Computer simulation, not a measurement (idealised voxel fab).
process module | voxel quadruple lines
cross-section cut | 175 nm wide | cells 5 nm
A cross-section is a grid of square cells, given in bands from the top down. A band is one or more rows of cells.
Each band's line starts with the height of the band's top and of its bottom, in nm. Then come its materials from left to right, each with its width in nm. One material with "throughout" fills the band from edge to edge. "air" is empty space.
Height 0 is the level under which the wafer as received is all one material. The lowest band goes on downwards, as in "0 down".
A width such as "30 to 40" changes by the same amount from each row of cells to the next, from the band's top row to its bottom row.
"no change" after a step means that no cell of the cross-section changed.
closed voids: empty space of 8 cells or more with no open way to the top, each as width x height at its distance from the left edge, in nm
after a step's settings: what the simulator itself notes on the step
overlay nm, on a step with a mask: how far to the right of its planned place the mask lay; to the left if negative
plan
1 op RECEIVE | material Si
2 op CONFORMAL_DEP | material SiO2 | thk nm 5
3 op DIRECTIONAL_DEP | material W | thk nm 15
4 op DIRECTIONAL_DEP | material polySi | thk nm 15
5 op DIRECTIONAL_DEP | material aC | thk nm 20
6 op PATTERN | tone cover | mask id MANDREL | material resist | width nm 25 | thk nm 30 | overlay nm 0
7 op DIRECTIONAL_ETCH | etch materials aC | depth nm 20
8 op STRIP | etch materials resist
9 op CONFORMAL_DEP | material SiO2 | thk nm 15
10 op DIRECTIONAL_ETCH | etch materials SiO2 | depth nm 15
11 op STRIP | etch materials aC
12 op DIRECTIONAL_ETCH | etch materials polySi | depth nm 15
13 op STRIP | etch materials SiO2
14 op CONFORMAL_DEP | material SiCN | thk nm 5
15 op DIRECTIONAL_ETCH | etch materials SiCN | depth nm 5
16 op STRIP | etch materials polySi
17 op DIRECTIONAL_ETCH | etch materials W | depth nm 15
18 op STRIP | etch materials SiCN
19 op FILL_DEP | material SiO2 | thk nm 5
20 op CMP | height nm 20
first wafer, as planned
as received, after step 1
  0 down: Si throughout
  closed voids: none
after step 2
  5 to 0: SiO2 throughout
  below 0: unchanged
after step 3
  20 to 5: W throughout
  below 5: unchanged
after step 4
  35 to 20: polySi throughout
  below 20: unchanged
after step 5
  55 to 35: aC throughout
  below 35: unchanged
after step 6
  85 to 55: air 75 | resist 25 | air 75
  below 55: unchanged
after step 7
  65 to 55: air 75 | resist 25 | air 75
  55 to 35: air 75 | aC 25 | air 75
  below 35: unchanged
after step 8
  55 to 35: air 75 | aC 25 | air 75
  below 35: unchanged
after step 9
  70 to 55: air 60 | SiO2 55 | air 60
  55 to 50: air 60 | SiO2 15 | aC 25 | SiO2 15 | air 60
  50 to 35: SiO2 75 | aC 25 | SiO2 75
  below 35: unchanged
after step 10
  55 to 35: air 60 | SiO2 15 | aC 25 | SiO2 15 | air 60
  below 35: unchanged
after step 11
  55 to 35: air 60 | SiO2 15 | air 25 | SiO2 15 | air 60
  below 35: unchanged
after step 12
  55 to 35: air 60 | SiO2 15 | air 25 | SiO2 15 | air 60
  35 to 20: air 60 | polySi 15 | air 25 | polySi 15 | air 60
  below 20: unchanged
after step 13
  35 to 20: air 60 | polySi 15 | air 25 | polySi 15 | air 60
  below 20: unchanged
after step 14
  40 to 35: air 55 | SiCN 25 | air 15 | SiCN 25 | air 55
  35 to 25: air 55 | SiCN 5 | polySi 15 | SiCN 5 | air 15 | SiCN 5 | polySi 15 | SiCN 5 | air 55
  25 to 20: SiCN 60 | polySi 15 | SiCN 25 | polySi 15 | SiCN 60
  below 20: unchanged
after step 15
  35 to 20: air 55 | SiCN 5 | polySi 15 | SiCN 5 | air 15 | SiCN 5 | polySi 15 | SiCN 5 | air 55
  below 20: unchanged
after step 16
  35 to 20: air 55 | SiCN 5 | air 15 | SiCN 5 | air 15 | SiCN 5 | air 15 | SiCN 5 | air 55
  below 20: unchanged
after step 17
  35 to 20: air 55 | SiCN 5 | air 15 | SiCN 5 | air 15 | SiCN 5 | air 15 | SiCN 5 | air 55
  20 to 5: air 55 | W 5 | air 15 | W 5 | air 15 | W 5 | air 15 | W 5 | air 55
  below 5: unchanged
after step 18
  20 to 5: air 55 | W 5 | air 15 | W 5 | air 15 | W 5 | air 15 | W 5 | air 55
  below 5: unchanged
after step 19
  25 to 20: SiO2 throughout
  20 to 5: SiO2 55 | W 5 | SiO2 15 | W 5 | SiO2 15 | W 5 | SiO2 15 | W 5 | SiO2 55
  below 5: unchanged
after step 20
  20 to 5: SiO2 55 | W 5 | SiO2 15 | W 5 | SiO2 15 | W 5 | SiO2 15 | W 5 | SiO2 55
  below 5: unchanged
second wafer: like start, like plan, one mistake. Through step 15 it matches the first wafer
when step 16 should have ended
  35 to 20: air 55 | SiCN 5 | air 15 | SiCN 5 | air 15 | SiCN 5 | air 15 | SiCN 5 | air 55
  below 20: unchanged
when step 17 should have ended
  35 to 20: air 55 | SiCN 5 | air 15 | SiCN 5 | air 15 | SiCN 5 | air 15 | SiCN 5 | air 55
  20 to 5: air 55 | W 5 | air 15 | W 5 | air 15 | W 5 | air 15 | W 5 | air 55
  below 5: unchanged
when step 18 should have ended
  20 to 5: air 55 | W 5 | air 15 | W 5 | air 15 | W 5 | air 15 | W 5 | air 55
  below 5: unchanged
when step 19 should have ended
  25 to 20: SiO2 throughout
  20 to 5: SiO2 55 | W 5 | SiO2 15 | W 5 | SiO2 15 | W 5 | SiO2 15 | W 5 | SiO2 55
  below 5: unchanged
when step 20 should have ended
  20 to 5: SiO2 55 | W 5 | SiO2 15 | W 5 | SiO2 15 | W 5 | SiO2 15 | W 5 | SiO2 55
  below 5: unchanged
what went wrong: step 16 was run twice
at the end the two cross-sections are the same: no effect in what this model computes
